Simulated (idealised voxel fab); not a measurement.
process module | voxel gate over fins
cross-section cut | 205 nm wide | cells 5 nm
A cross-section is a grid of square cells, given in bands from the top down. A band is one or more rows of cells.
Each band's line starts with the height of the band's top and of its bottom, in nm. Then come its materials from left to right, each with its width in nm. One material with "throughout" fills the band from edge to edge. "air" is empty space.
Height 0 is the level under which the wafer as received is all one material. The lowest band goes on downwards, as in "0 down".
A width such as "30 to 40" changes by the same amount from each row of cells to the next, from the band's top row to its bottom row.
"no change" after a step means that no cell of the cross-section changed.
closed voids: empty space of 8 cells or more with no open way to the top, each as width x height at its distance from the left edge, in nm
after a step's settings: what the simulator itself notes on the step
overlay nm, on a step with a mask: how far to the right of its planned place the mask lay; to the left if negative
plan
1 op RECEIVE | material Si
2 op CONFORMAL_DEP | material SiN | thk nm 10
3 op DIRECTIONAL_DEP | material aC | thk nm 10
4 op PATTERN | tone cover | mask id FINS | material resist | width nm 15 | pitch nm 40 | thk nm 25 | overlay nm 0
5 op DIRECTIONAL_ETCH | etch materials aC | depth nm 10
6 op STRIP | etch materials resist
7 op DIRECTIONAL_ETCH | etch materials SiN | depth nm 10
8 op DIRECTIONAL_ETCH | etch materials Si | depth nm 40
9 op STRIP | etch materials aC
10 op OXIDIZE | depth nm 5
11 op FILL_DEP | material SiO2 | thk nm 15
12 op CMP | height nm 10
13 op SELECTIVE_ETCH | etch materials SiO2 | depth nm 20
14 op STRIP | etch materials SiN
15 op CONFORMAL_DEP | material HfO2 | thk nm 5
16 op CONFORMAL_DEP | material TiN | thk nm 5
17 op FILL_DEP | material W | thk nm 10
18 op CMP | height nm 15
19 op CONFORMAL_DEP | material SiCN | thk nm 5
as received, after step 1
  0 down: Si throughout
  closed voids: none
a wafer at the end: this start, this plan, one mistake
  20 to 15: SiO2 throughout
  15 to 10: W throughout
  10 to 5: W 30 | TiN 25 | W 15 | TiN 25 | W 15 | TiN 25 | W 15 | TiN 25 | W 30
  5 to 0: W 30 | TiN 5 | HfO2 15 | TiN 5 | W 15 | TiN 5 | HfO2 15 | TiN 5 | W 15 | TiN 5 | HfO2 15 | TiN 5 | W 15 | TiN 5 | HfO2 15 | TiN 5 | W 30
  0 to -5: TiN 35 | HfO2 5 | Si 5 | HfO2 5 | TiN 25 | HfO2 5 | Si 5 | HfO2 5 | TiN 25 | HfO2 5 | Si 5 | HfO2 5 | TiN 25 | HfO2 5 | Si 5 | HfO2 5 | TiN 35
  -5 to -10: HfO2 40 | Si 5 | HfO2 35 | Si 5 | HfO2 35 | Si 5 | HfO2 35 | Si 5 | HfO2 40
  -10 to -45: SiO2 40 | Si 5 | SiO2 35 | Si 5 | SiO2 35 | Si 5 | SiO2 35 | Si 5 | SiO2 40
  -45 down: Si throughout
  closed voids: none
what went wrong: step 19 ran as: op CONFORMAL_DEP | material SiO2 | thk nm 5
